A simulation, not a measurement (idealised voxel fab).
Process module heading - voxel quadruple lines
Section shown: cut. Width: 160 nm. Cell size: 5 nm, square.
A cross-section is written here as square cells arranged in a grid, and it is given in bands from the top down, each band taking up one or more rows of cells.
Each band's line starts with the height of the band's top and of its bottom, in nm. Then come its materials from left to right, each with its width in nm. One material with "throughout" fills the band from edge to edge. "blank" is empty space.
Where do heights start? At 0: under that level the wafer as delivered is made of one material only. And the lowest band has no floor; it just carries on downward, as in "top 0, no bottom".
Note: "30->40" means the width goes from the first number (top row of the band) to the second number (bottom row) in equal steps per row of cells.
You'll sometimes find "no modification" written for a step, and that's the way of saying that nowhere in the cross-section did a cell change during that step.
Entry "Catalogued sealed voids". Content: empty spaces with no open connection to the top, size 8 cells or greater. Each: width x height at distance. Distance: from left edge. Unit: nm.
Anything after a step's settings on that line? It's the simulator's own note about the step.
overlay nm: right-of-plan distance of the mask on a masked step; negative values mean left-of-plan.

plan:
1) RECEIVE: material Si
2) CONFORMAL_DEP: material Al2O3, thk nm 10
3) DIRECTIONAL_DEP: material Ru, thk nm 10
4) DIRECTIONAL_DEP: material polySi, thk nm 20
5) DIRECTIONAL_DEP: material aC, thk nm 25
6) PATTERN: tone cover, mask id MANDREL, material resist, width nm 30, thk nm 30, overlay nm 0
7) DIRECTIONAL_ETCH: etch materials aC, depth nm 25
8) STRIP: etch materials resist
9) CONFORMAL_DEP: material SiO2, thk nm 10
10) DIRECTIONAL_ETCH: etch materials SiO2, depth nm 10
11) STRIP: etch materials aC
12) DIRECTIONAL_ETCH: etch materials polySi, depth nm 20
13) STRIP: etch materials SiO2
14) CONFORMAL_DEP: material SiCN, thk nm 10
15) DIRECTIONAL_ETCH: etch materials SiCN, depth nm 10
16) STRIP: etch materials polySi
17) DIRECTIONAL_ETCH: etch materials Ru, depth nm 10
18) STRIP: etch materials SiCN
19) FILL_DEP: material lowk, thk nm 5
20) CMP: height nm 20

Cross-section of the wafer at receipt, which is the condition after step 1:
- top 0, no bottom | Si throughout
- Catalogued sealed voids: none

Cross-section taken at module completion on the first of two wafers; processed per the plan:
- top 20, bottom 10 | 45 nm lowk, then 10 nm Ru, then 10 nm lowk, then 10 nm Ru, then 10 nm lowk, then 10 nm Ru, then 10 nm lowk, then 10 nm Ru, then 45 nm lowk
- top 10, bottom 0 | Al2O3 throughout
- top 0, no bottom | Si throughout
- Catalogued sealed voids: none

End-of-module cross-section of the second wafer: identical starting point and process plan to the first, with one processing mistake:
- top 15, bottom 10 | 45 nm lowk, then 10 nm Ru, then 10 nm lowk, then 10 nm Ru, then 10 nm lowk, then 10 nm Ru, then 10 nm lowk, then 10 nm Ru, then 45 nm lowk
- top 10, bottom 0 | Al2O3 throughout
- top 0, no bottom | Si throughout
- Catalogued sealed voids: none
Misprocessing identified: step 20 changed vs plan, executed as CMP: height nm 15
Upon completion, the second wafer contains, in terms of cells, a greater or smaller amount of certain materials than the first wafer: 8 fewer of Ru; 24 fewer of lowk
